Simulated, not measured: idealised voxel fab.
The process module presented herein is designated voxel gate over fins.
This is section cut - it's 250 nm across, gridded in 5 nm square cells.
Cross-section layout: square cells on a grid; listed as bands, top to bottom; a band spans one or more cell rows.
Each band's line starts with the height of the band's top and of its bottom, in nm. Then come its materials from left to right, each with its width in nm. One material with "full width" fills the band from edge to edge. "air" is empty space.
Heights are measured from 0, the level below which the as-received wafer is all one material; the lowest band has no bottom and continues downward, written as in "from 0 down".
Graded width ("30->40"): value in top row of band = first number; value in bottom row = second number; row-to-row change constant.
You'll sometimes find "identical to before" written for a step, and that's the way of saying that nowhere in the cross-section did a cell change during that step.
The list in "Closed cavity list" covers empty spaces of 8 cells or more that cannot reach the top through any open way, and it gives each as width x height at distance; the distance is from the left edge, and width, height and distance are in nm.
The remark found on a step's line after its settings is issued by the simulator itself and pertains to that step.
overlay nm: mask right of planned place by this much (step with mask). Neg. = left.

Process steps foreseen in the plan:
step 1: RECEIVE [material Si]
step 2: CONFORMAL_DEP [material SiN] [thk nm 5]
step 3: PATTERN [tone cover] [mask id FINS] [material resist] [width nm 15] [pitch nm 35] [thk nm 15] [overlay nm 0]
step 4: DIRECTIONAL_ETCH [etch materials SiN] [depth nm 5]
step 5: DIRECTIONAL_ETCH [etch materials Si] [depth nm 40]
step 6: STRIP [etch materials resist]
step 7: FILL_DEP [material SiO2] [thk nm 15]
step 8: CMP [height nm 5]
step 9: SELECTIVE_ETCH [etch materials SiO2] [depth nm 15]
step 10: STRIP [etch materials SiN]
step 11: CONFORMAL_DEP [material HfO2] [thk nm 5]
step 12: CONFORMAL_DEP [material TiN] [thk nm 5]
step 13: FILL_DEP [material W] [thk nm 10]
step 14: CMP [height nm 15]
step 15: CONFORMAL_DEP [material SiCN] [thk nm 5]

Wafer cross-section on receipt, i.e. after step 1:
from 0 down | Si full width
Closed cavity list: none

Cross-sectional view of the first of the two wafers upon completion of the module, processed in accordance with the plan:
from 20 to 15 | SiCN full width
from 15 to 10 | W full width
from 10 to 5 | W: 70 | TiN: 105 | W: 75
from 5 to 0 | W: 70 | TiN: 5 | HfO2: 25 | TiN: 10 | HfO2: 25 | TiN: 10 | HfO2: 25 | TiN: 5 | W: 75
from 0 to -5 | TiN: 75 | HfO2: 5 | Si: 15 | HfO2: 5 | TiN: 10 | HfO2: 5 | Si: 15 | HfO2: 5 | TiN: 10 | HfO2: 5 | Si: 15 | HfO2: 5 | TiN: 80
from -5 to -10 | HfO2: 80 | Si: 15 | HfO2: 20 | Si: 15 | HfO2: 20 | Si: 15 | HfO2: 85
from -10 to -40 | SiO2: 80 | Si: 15 | SiO2: 20 | Si: 15 | SiO2: 20 | Si: 15 | SiO2: 85
from -40 down | Si full width
Closed cavity list: none

Here's the second of our two wafers sectioned at module end. Same start as the first, same plan, but one mistake got made running it:
from 20 to 15 | SiCN full width
from 15 to 10 | W full width
from 10 to 5 | W: 70 | TiN: 110 | W: 70
from 5 to 0 | W: 70 | TiN: 5 | HfO2: 30 | TiN: 5 | HfO2: 30 | TiN: 5 | HfO2: 30 | TiN: 5 | W: 70
from 0 to -5 | TiN: 75 | HfO2: 5 | Si: 20 | HfO2: 5 | TiN: 5 | HfO2: 5 | Si: 20 | HfO2: 5 | TiN: 5 | HfO2: 5 | Si: 20 | HfO2: 5 | TiN: 75
from -5 to -10 | HfO2: 80 | Si: 20 | HfO2: 15 | Si: 20 | HfO2: 15 | Si: 20 | HfO2: 80
from -10 to -40 | SiO2: 80 | Si: 20 | SiO2: 15 | Si: 20 | SiO2: 15 | Si: 20 | SiO2: 80
from -40 down | Si full width
Closed cavity list: none
It is concluded that the wafer was processed incorrectly with respect to the plan, in that so step 3 ended up running with a different setting than we planned, it ran as PATTERN [tone cover] [mask id FINS] [material resist] [width nm 20] [pitch nm 35] [thk nm 15] [overlay nm 0]
Wafer comparison, final, in cells, second relative to first, materials more or fewer: 24 more of Si | 18 fewer of SiO2 | 4 fewer of TiN | 2 fewer of W
